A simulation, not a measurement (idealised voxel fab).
Process module name: voxel self aligned contacts
Displayed cross-section: cut, width of 265 nm, square cells sized 5 nm.
Format of a cross-section: grid, square cells. Given as bands. Order: top down. Band: one or more rows of cells.
Band: top and bottom heights (nm) first, top before bottom; then materials from left to right, widths in nm. "throughout" marks a sole material filling the band edge to edge. "air" denotes empty space.
Where do heights start? At 0: under that level the wafer as delivered is made of one material only. And the lowest band has no floor; it just carries on downward, as in "top 0, no bottom".
Top row gets the first number, bottom row gets the second, and each row in between changes by the same step: that is how a band width like "30->40" works.
No cell of the cross-section changed in a step that is given as "left unchanged".
"Fully sealed voids" contains a list of empty spaces, each no smaller than 8 cells and without an open way to the top, written in the form width x height at distance with the distance from the left edge and all three in nm.
Text after the settings on a step's line: the simulator's own remark on that step.
"overlay nm" on a masked step: distance the mask lay right of its planned place, negative for left.
So here's the lineup of process steps we planned:
step 1: RECEIVE | material Si
step 2: CONFORMAL_DEP | material SiO2 | thk nm 5
step 3: DIRECTIONAL_DEP | material polySi | thk nm 20
step 4: DIRECTIONAL_DEP | material SiN | thk nm 15
step 5: PATTERN | tone cover | mask id GATE | material resist | width nm 35 | pitch nm 70 | thk nm 15 | overlay nm 0
step 6: DIRECTIONAL_ETCH | etch materials SiN | depth nm 15
step 7: DIRECTIONAL_ETCH | etch materials polySi | depth nm 20
step 8: STRIP | etch materials resist
step 9: CONFORMAL_DEP | material SiN | thk nm 5
step 10: DIRECTIONAL_ETCH | etch materials SiN | depth nm 5
step 11: FILL_DEP | material SiO2 | thk nm 10
step 12: CMP | height nm 45
step 13: PATTERN | tone open | mask id CONTACT | material resist | width nm 55 | thk nm 20 | overlay nm 0
step 14: DIRECTIONAL_ETCH | etch materials SiO2 | depth nm 45
step 15: STRIP | etch materials resist
step 16: CONFORMAL_DEP | material TiN | thk nm 5
step 17: FILL_DEP | material W | thk nm 5
step 18: CMP | height nm 45
step 19: CONFORMAL_DEP | material SiCN | thk nm 5
The cross-section here shows the wafer as received, i.e. in its state after step 1:
    top 0, no bottom: Si throughout
    Fully sealed voids: none
First of two wafers, end-of-module section, run followed plan:
    top 50, bottom 45: SiCN throughout
    top 45, bottom 40: SiO2=105, then TiN=20, then W=15, then TiN=20, then SiO2=105
    top 40, bottom 25: SiO2=75, then SiN=45, then TiN=5, then W=15, then TiN=5, then SiN=45, then SiO2=75
    top 25, bottom 5: SiO2=75, then SiN=5, then polySi=35, then SiN=5, then TiN=5, then W=15, then TiN=5, then SiN=5, then polySi=35, then SiN=5, then SiO2=75
    top 5, bottom 0: SiO2=120, then TiN=25, then SiO2=120
    top 0, no bottom: Si throughout
    Fully sealed voids: none
Second wafer of the two, sectioned at the end of the module. It began like the first and followed the same plan, but one mistake was made while running it:
    top 50, bottom 45: SiCN throughout
    top 45, bottom 40: W=70, then TiN=35, then SiO2=55, then TiN=35, then W=70
    top 40, bottom 25: W=70, then TiN=5, then SiN=45, then SiO2=25, then SiN=45, then TiN=5, then W=70
    top 25, bottom 5: W=70, then TiN=5, then SiN=5, then polySi=35, then SiN=5, then SiO2=25, then SiN=5, then polySi=35, then SiN=5, then TiN=5, then W=70
    top 5, bottom 0: TiN=75, then SiO2=115, then TiN=75
    top 0, no bottom: Si throughout
    Fully sealed voids: none
Diagnosis: step 13 ran differently from the plan; actual operation with settings: PATTERN | tone cover | mask id CONTACT | material resist | width nm 55 | thk nm 20 | overlay nm 0
Upon completion, the second wafer contains, in terms of cells, a greater or smaller amount of certain materials than the first wafer: -231 SiO2 | +31 TiN | +200 W
